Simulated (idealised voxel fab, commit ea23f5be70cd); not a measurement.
This is a process module. Its name is voxel fin reveal.
The figure presents cross-section cut, which has a width of 275 nm and is divided into square cells with an edge length of 5 nm.
Heads up, the way a cross-section reads in here is a grid of square cells, handed over as bands from the top down, with every band being one or more rows of cells.
This entry defines a band. It first specifies the height of the band's top and the height of its bottom in nm, and then specifies the band's materials from left to right, stating each material with its width in nm. The word "all across" identifies a single material that fills the band from edge to edge, while the word "air" identifies empty space.
Height reference: 0 = level under which incoming wafer is all one material. Lowest band: no bottom, runs on downward, e.g. "0 nm and below".
The notation "30..40" denotes a width that varies across the rows of cells in the band, beginning at the first number in the top row, finishing at the second number in the bottom row, and changing by an identical amount from each row to the next.
"no alteration" for a step: no cell of the cross-section changed in that step.
"Enclosed void list" - sealed voids, min. 8 cells, no opening to top; format: width x height at distance (distance from left edge; nm throughout).
Formally, on a step line, whatever follows the settings is a remark that the simulator itself makes on the step.
overlay nm, on a step with a mask: how far to the right of its planned place the mask lay; to the left if negative
[So here's the lineup of process steps we planned]
- 1: RECEIVE, material Si
- 2: CONFORMAL_DEP, material SiN, thk nm 10
- 3: MASKED_ETCH, tone cover, mask id FINS, width nm 15, pitch nm 45, etch materials SiN, depth nm 10, overlay nm 0
- 4: MASKED_ETCH, tone cover, mask id FINS, width nm 15, pitch nm 45, etch materials Si, depth nm 35, overlay nm 0
- 5: OXIDIZE, depth nm 5
- 6: FILL_DEP, material SiO2, thk nm 15
- 7: CMP, height nm 10
- 8: SELECTIVE_ETCH, etch materials SiO2, depth nm 20
- 9: STRIP, etch materials SiN
[Wafer as received: cross-section following step 1]
0 nm and below  Si all across
Enclosed void list: none
[What the wafer looks like in cross-section after this module, when it starts as shown above and follows the plan above but one mistake is made in running it]
0 nm to -30 nm  65 of air / 5 of Si / 40 of air / 5 of Si / 40 of air / 5 of Si / 40 of air / 5 of Si / 70 of air
-30 nm to -40 nm  65 of SiO2 / 5 of Si / 40 of SiO2 / 5 of Si / 40 of SiO2 / 5 of Si / 40 of SiO2 / 5 of Si / 70 of SiO2
-40 nm and below  Si all across
Enclosed void list: none
The mistake made against the process plan was this: step 8 of the plan was performed twice
